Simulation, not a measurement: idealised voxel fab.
A process module follows: voxel wiring stack.
Xsec cut, 140 nm wide, square cell size 5 nm.
Think of the cross-section as a grid of square cells. We describe it in bands, top to bottom, and each band covers one or more rows of those cells.
A band entry consists of two parts. The first gives the height of the band's top and the height of its bottom, in nm. The rest lists the band's materials from left to right, each with its width in nm. A single material labelled with the word "all across" fills the band from edge to edge, and the word "blank" marks empty space.
Below 0: as-received wafer, all one material; heights counted from there. Lowest band: no bottom, goes on down, written "0 down".
So if you see something like "30 to 40" for the width, read it as the top row of the band sitting at the first number and the bottom row at the second, with every row in between moving by the same amount as the last.
The designation "identical to before", where it is given for a processing step, indicates that no cell of the cross-section was altered in the course of that step.
Look at "Entrapped voids" for the closed voids: empty spaces with no open path to the top, sized 8 cells or up. Each is width x height at distance, distance from the left edge, all nm.
Text after the settings on a step's line: the simulator's own remark on that step.
The setting "overlay nm" may be written on the line of a step. When the step uses a mask, the value reports how far to the right of the planned place the mask lay, and a negative value reports that it lay to the left.
So here's the lineup of process steps we planned:
1 RECEIVE,material Si
2 CONFORMAL_DEP,material SiO2,thk nm 10
3 DIRECTIONAL_DEP,material TiN,thk nm 5
4 DIRECTIONAL_DEP,material W,thk nm 20
5 PATTERN,tone cover,mask id METAL_1,material resist,width nm 25,pitch nm 55,thk nm 15,overlay nm 0
6 DIRECTIONAL_ETCH,etch materials W,depth nm 10
7 DIRECTIONAL_ETCH,etch materials TiN,depth nm 5
8 STRIP,etch materials resist
9 CONFORMAL_DEP,material SiCN,thk nm 5
10 FILL_DEP,material lowk,thk nm 5
11 CMP,height nm 35
12 CONFORMAL_DEP,material SiCN,thk nm 5
13 DIRECTIONAL_DEP,material lowk,thk nm 20
14 PATTERN,tone open,mask id PLUG_1,material resist,width nm 15,pitch nm 55,thk nm 15,overlay nm 0
15 DIRECTIONAL_ETCH,etch materials lowk,depth nm 20
16 DIRECTIONAL_ETCH,etch materials SiCN,depth nm 5
17 STRIP,etch materials resist
18 CONFORMAL_DEP,material TiN,thk nm 5
19 FILL_DEP,material Cu,thk nm 5
20 CMP,height nm 60
21 DIRECTIONAL_DEP,material TiN,thk nm 5
22 DIRECTIONAL_DEP,material Ru,thk nm 20
23 PATTERN,tone cover,mask id METAL_2,material resist,width nm 25,pitch nm 55,thk nm 20,overlay nm 0
24 DIRECTIONAL_ETCH,etch materials Ru,depth nm 20
25 DIRECTIONAL_ETCH,etch materials TiN,depth nm 5
26 STRIP,etch materials resist
27 CONFORMAL_DEP,material SiCN,thk nm 5
28 FILL_DEP,material SiO2,thk nm 10
29 CMP,height nm 85
30 CONFORMAL_DEP,material SiCN,thk nm 5
31 DIRECTIONAL_DEP,material lowk,thk nm 35
32 DIRECTIONAL_DEP,material aC,thk nm 10
33 PATTERN,tone open,mask id METAL_3_HOLES,material resist,width nm 15,thk nm 25,overlay nm 0
34 DIRECTIONAL_ETCH,etch materials aC,depth nm 10
35 STRIP,etch materials resist
36 DIRECTIONAL_ETCH,etch materials lowk,depth nm 35
37 STRIP,etch materials aC
38 PATTERN,tone open,mask id METAL_3,material resist,width nm 25,pitch nm 55,thk nm 15,overlay nm 0
39 DIRECTIONAL_ETCH,etch materials lowk,depth nm 20
40 DIRECTIONAL_ETCH,etch materials SiCN,depth nm 5
41 STRIP,etch materials resist
42 CONFORMAL_DEP,material TiN,thk nm 5
43 FILL_DEP,material Cu,thk nm 10
44 CMP,height nm 125
45 CONFORMAL_DEP,material SiCN,thk nm 5
The wafers in this document start out alike and differ in the depth nm applied at step 6; the plan shows the value used for the first wafer.
Cross-section of the first of several wafers as received (after step 1):
- 0 down: Si all across
- Entrapped voids: none
First of several wafers in cross-section at module end, following the final step, step 45:
- 130 to 125: SiCN all across
- 125 to 110: lowk 30 / TiN 5 / Cu 15 / TiN 5 / lowk 30 / TiN 5 / Cu 15 / TiN 5 / lowk 30
- 110 to 105: lowk 30 / TiN 5 / Cu 5 / TiN 15 / lowk 30 / TiN 25 / lowk 30
- 105 to 90: lowk 30 / TiN 5 / Cu 5 / TiN 5 / lowk 95
- 90 to 85: SiCN 30 / TiN 15 / SiCN 95
- 85 to 65: SiO2 25 / SiCN 5 / Ru 25 / SiCN 5 / SiO2 20 / SiCN 5 / Ru 25 / SiCN 5 / SiO2 25
- 65 to 60: SiCN 30 / TiN 25 / SiCN 30 / TiN 25 / SiCN 30
- 60 to 40: lowk 30 / TiN 5 / Cu 5 / TiN 5 / lowk 40 / TiN 5 / Cu 5 / TiN 5 / lowk 40
- 40 to 35: SiCN 30 / TiN 15 / SiCN 40 / TiN 15 / SiCN 40
- 35 to 30: lowk 25 / SiCN 5 / W 25 / SiCN 5 / lowk 20 / SiCN 5 / W 25 / SiCN 5 / lowk 25
- 30 to 25: SiCN 30 / W 25 / SiCN 30 / W 25 / SiCN 30
- 25 to 15: W all across
- 15 to 10: TiN all across
- 10 to 0: SiO2 all across
- 0 down: Si all across
- Entrapped voids: none
Final wafer of several, shown in cross-section at the end of the module:
- 130 to 125: SiCN all across
- 125 to 110: lowk 30 / TiN 5 / Cu 15 / TiN 5 / lowk 30 / TiN 5 / Cu 15 / TiN 5 / lowk 30
- 110 to 105: lowk 30 / TiN 5 / Cu 5 / TiN 15 / lowk 30 / TiN 25 / lowk 30
- 105 to 90: lowk 30 / TiN 5 / Cu 5 / TiN 5 / lowk 95
- 90 to 85: SiCN 30 / TiN 15 / SiCN 95
- 85 to 65: SiO2 25 / SiCN 5 / Ru 25 / SiCN 5 / SiO2 20 / SiCN 5 / Ru 25 / SiCN 5 / SiO2 25
- 65 to 60: SiCN 30 / TiN 25 / SiCN 30 / TiN 25 / SiCN 30
- 60 to 40: lowk 30 / TiN 5 / Cu 5 / TiN 5 / lowk 40 / TiN 5 / Cu 5 / TiN 5 / lowk 40
- 40 to 35: SiCN 30 / TiN 15 / SiCN 40 / TiN 15 / SiCN 40
- 35 to 15: lowk 25 / SiCN 5 / W 25 / SiCN 5 / lowk 20 / SiCN 5 / W 25 / SiCN 5 / lowk 25
- 15 to 10: SiCN 30 / TiN 25 / SiCN 30 / TiN 25 / SiCN 30
- 10 to 0: SiO2 all across
- 0 down: Si all across
- Entrapped voids: none
Basically each wafer gets a line in the table, showing it at the end of the module: material by material, the cells it gained (+) or lost (-) since we got it, then its closed voids:
depth nm 10 | +30 Cu | +40 Ru | +131 SiCN | +112 SiO2 | +90 TiN | +76 W | +249 lowk | Entrapped voids: none
depth nm 15 | +30 Cu | +40 Ru | +135 SiCN | +112 SiO2 | +90 TiN | +58 W | +263 lowk | Entrapped voids: none
depth nm 20 | +30 Cu | +40 Ru | +143 SiCN | +112 SiO2 | +72 TiN | +40 W | +291 lowk | Entrapped voids: none
depth nm 25 | +30 Cu | +40 Ru | +143 SiCN | +112 SiO2 | +72 TiN | +40 W | +291 lowk | Entrapped voids: none
depth nm 30 | +30 Cu | +40 Ru | +143 SiCN | +112 SiO2 | +72 TiN | +40 W | +291 lowk | Entrapped voids: none
depth nm 35 | +30 Cu | +40 Ru | +143 SiCN | +112 SiO2 | +72 TiN | +40 W | +291 lowk | Entrapped voids: none
